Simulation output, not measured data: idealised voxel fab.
The process module that follows is named voxel gate over fins.
The cross-section on display is named cut; it measures 230 nm wide, and its cells are 5 nm squares.
Cross-section spec: square-cell grid; bands listed top down; each band is one or more rows. Top, bottom (nm), then materials left to right with widths (nm); lone material tagged "all across" fills the whole band edge to edge; "air" = empty space. Convention: height 0 is the level below which the wafer, as received, is all one material. The lowest band does not terminate at the bottom but continues downward, represented as "top 0, no bottom". Width: "30 to 40" (first number = top row, second number = bottom row, same change from row to row of cells). Where the words "nothing was modified" appear for a step, the cross-section shows no cell changed by that step; every cell remained as before. The list in "Closed void catalog" covers empty spaces of 8 cells or more that cannot reach the top through any open way, and it gives each as width x height at distance; the distance is from the left edge, and width, height and distance are in nm. Heads up: the bit after the settings on a step's line is the simulator's remark on that step. overlay nm: how far to the right of its planned place the mask lay on this masked step (negative: to the left).

### Below is the list of planned process steps
1 RECEIVE [material Si]
2 CONFORMAL_DEP [material SiN] [thk nm 10]
3 PATTERN [tone cover] [mask id FINS] [material resist] [width nm 15] [pitch nm 40] [thk nm 15] [overlay nm 0]
4 DIRECTIONAL_ETCH [etch materials SiN] [depth nm 10]
5 DIRECTIONAL_ETCH [etch materials Si] [depth nm 40]
6 STRIP [etch materials resist]
7 OXIDIZE [depth nm 5]
8 FILL_DEP [material SiO2] [thk nm 15]
9 CMP [height nm 10]
10 SELECTIVE_ETCH [etch materials SiO2] [depth nm 20]
11 STRIP [etch materials SiN]
12 CONFORMAL_DEP [material HfO2] [thk nm 5]
13 CONFORMAL_DEP [material TiN] [thk nm 5]
14 CONFORMAL_DEP [material TiAl] [thk nm 5]
15 CONFORMAL_DEP [material TiN] [thk nm 5]
16 FILL_DEP [material W] [thk nm 10]
17 CMP [height nm 25]
18 CONFORMAL_DEP [material SiCN] [thk nm 5]
For this document, wafers share an identical start and vary in the step 15 thk nm; the plan quotes the first wafer's value.

### First of several wafers (as received, post step 1), cross-sectional view
top 0, no bottom | Si all across
Closed void catalog: none

### Cross-section of the first of several wafers once the module has run through its last step, step 18
top 30, bottom 25 | SiCN all across
top 25, bottom 20 | W all across
top 20, bottom 15 | 50 of W  125 of TiN  55 of W
top 15, bottom 10 | 50 of W  5 of TiN  35 of TiAl  5 of TiN  35 of TiAl  5 of TiN  35 of TiAl  5 of TiN  55 of W
top 10, bottom 5 | 55 of TiN  5 of TiAl  25 of TiN  5 of TiAl  5 of TiN  5 of TiAl  25 of TiN  5 of TiAl  5 of TiN  5 of TiAl  25 of TiN  5 of TiAl  60 of TiN
top 5, bottom 0 | 60 of TiAl  5 of TiN  15 of HfO2  5 of TiN  15 of TiAl  5 of TiN  15 of HfO2  5 of TiN  15 of TiAl  5 of TiN  15 of HfO2  5 of TiN  65 of TiAl
top 0, bottom -5 | 65 of TiN  5 of HfO2  5 of Si  5 of HfO2  25 of TiN  5 of HfO2  5 of Si  5 of HfO2  25 of TiN  5 of HfO2  5 of Si  5 of HfO2  70 of TiN
top -5, bottom -10 | 70 of HfO2  5 of Si  35 of HfO2  5 of Si  35 of HfO2  5 of Si  75 of HfO2
top -10, bottom -45 | 70 of SiO2  5 of Si  35 of SiO2  5 of Si  35 of SiO2  5 of Si  75 of SiO2
top -45, no bottom | Si all across
Closed void catalog: none

### Wafer cross-section (last wafer, module end)
top 30, bottom 25 | SiCN all across
top 25, bottom 15 | TiN all across
top 15, bottom 10 | 55 of TiN  35 of TiAl  5 of TiN  35 of TiAl  5 of TiN  35 of TiAl  60 of TiN
top 10, bottom 5 | 55 of TiN  5 of TiAl  25 of TiN  5 of TiAl  5 of TiN  5 of TiAl  25 of TiN  5 of TiAl  5 of TiN  5 of TiAl  25 of TiN  5 of TiAl  60 of TiN
top 5, bottom 0 | 60 of TiAl  5 of TiN  15 of HfO2  5 of TiN  15 of TiAl  5 of TiN  15 of HfO2  5 of TiN  15 of TiAl  5 of TiN  15 of HfO2  5 of TiN  65 of TiAl
top 0, bottom -5 | 65 of TiN  5 of HfO2  5 of Si  5 of HfO2  25 of TiN  5 of HfO2  5 of Si  5 of HfO2  25 of TiN  5 of HfO2  5 of Si  5 of HfO2  70 of TiN
top -5, bottom -10 | 70 of HfO2  5 of Si  35 of HfO2  5 of Si  35 of HfO2  5 of Si  75 of HfO2
top -10, bottom -45 | 70 of SiO2  5 of Si  35 of SiO2  5 of Si  35 of SiO2  5 of Si  75 of SiO2
top -45, no bottom | Si all across
Closed void catalog: none

### Quick key for the table: a row per wafer, taken at the end of the module. For each material it tells you how many cells the wafer gained (+) or lost (-) since it came in, and the closed voids come after
thk nm 5 | +58 HfO2 | -387 Si | +46 SiCN | +301 SiO2 | +58 TiAl | +112 TiN | +88 W | Closed void catalog: none
thk nm 10 | +58 HfO2 | -387 Si | +46 SiCN | +301 SiO2 | +58 TiAl | +162 TiN | +38 W | Closed void catalog: none
thk nm 15 | +58 HfO2 | -387 Si | +46 SiCN | +301 SiO2 | +58 TiAl | +183 TiN | +17 W | Closed void catalog: none
thk nm 20 | +58 HfO2 | -387 Si | +46 SiCN | +301 SiO2 | +58 TiAl | +200 TiN | Closed void catalog: none
